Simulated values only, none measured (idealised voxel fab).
Name of the process module below: voxel self aligned contacts
Shown is cross-section cut, with a width of 170 nm and square cells of size 5 nm.
Bands, listed from the top down, are how a cross-section gets written in this document; the cross-section itself is a grid of square cells, and a band is one or more rows of them.
A band entry consists of two parts. The first gives the height of the band's top and the height of its bottom, in nm. The rest lists the band's materials from left to right, each with its width in nm. A single material labelled with the word "throughout" fills the band from edge to edge, and the word "empty" marks empty space.
For the purposes of this specification, 0 denotes the height below which the wafer in its as-received condition is composed wholly of one material, and the lowermost band, lacking a lower limit, extends downward without end, as expressed in "0 down".
The width entry "30->40" should be interpreted row by row: the top row of cells in the band takes the first number, the bottom row takes the second number, and the change between adjacent rows is uniform throughout.
"changes: none" -> step changed no cross-section cell.
In "Voids, sealed" the enclosed voids are listed, meaning empty spaces of 8 cells or larger without any opening to the top. The form is width x height at distance, distance from the left edge, units nm.
Post-settings text on a step line: simulator's own remark regarding the step.
overlay nm: how far to the right of its planned place the mask lay on this masked step (negative: to the left).

## The process steps that were planned are listed below
1,RECEIVE (material Si)
2,OXIDIZE (depth nm 5)
3,DIRECTIONAL_DEP (material polySi; thk nm 30)
4,DIRECTIONAL_DEP (material SiN; thk nm 20)
5,DIRECTIONAL_DEP (material aC; thk nm 15)
6,PATTERN (tone cover; mask id GATE; material resist; width nm 35; pitch nm 60; thk nm 35; overlay nm 0)
7,DIRECTIONAL_ETCH (etch materials aC; depth nm 15)
8,STRIP (etch materials resist)
9,DIRECTIONAL_ETCH (etch materials SiN; depth nm 20)
10,DIRECTIONAL_ETCH (etch materials polySi; depth nm 30)
11,STRIP (etch materials aC)
12,CONFORMAL_DEP (material SiN; thk nm 5)
13,DIRECTIONAL_ETCH (etch materials SiN; depth nm 5)
14,FILL_DEP (material SiO2; thk nm 10)
15,CMP (height nm 55)
16,MASKED_ETCH (tone open; mask id CONTACT; width nm 45; etch materials SiO2; depth nm 60; overlay nm 0)
17,CONFORMAL_DEP (material TiN; thk nm 5)
18,FILL_DEP (material W; thk nm 10)
19,CMP (height nm 55)
20,CONFORMAL_DEP (material SiN; thk nm 5)

## Wafer cross-section on receipt, i.e. after step 1
    0 down: Si throughout
    Voids, sealed: none

## a wafer at the end: this start, this plan, one mistake
    60 to 55: SiN throughout
    55 to 50: 60 SiO2, then 20 TiN, then 5 W, then 20 TiN, then 65 SiO2
    50 to 30: 30 SiO2, then 45 SiN, then 5 TiN, then 5 W, then 5 TiN, then 45 SiN, then 35 SiO2
    30 to 10: 30 SiO2, then 5 SiN, then 35 polySi, then 5 SiN, then 5 TiN, then 5 W, then 5 TiN, then 5 SiN, then 35 polySi, then 5 SiN, then 35 SiO2
    10 to 5: 30 SiO2, then 5 SiN, then 35 polySi, then 5 SiN, then 15 TiN, then 5 SiN, then 35 polySi, then 5 SiN, then 35 SiO2
    5 to 0: polySi throughout
    0 to -5: SiO2 throughout
    -5 down: Si throughout
    Voids, sealed: none
Where did the run depart from the plan? step 10 deviated from plan and actually ran as DIRECTIONAL_ETCH (etch materials polySi; depth nm 25)
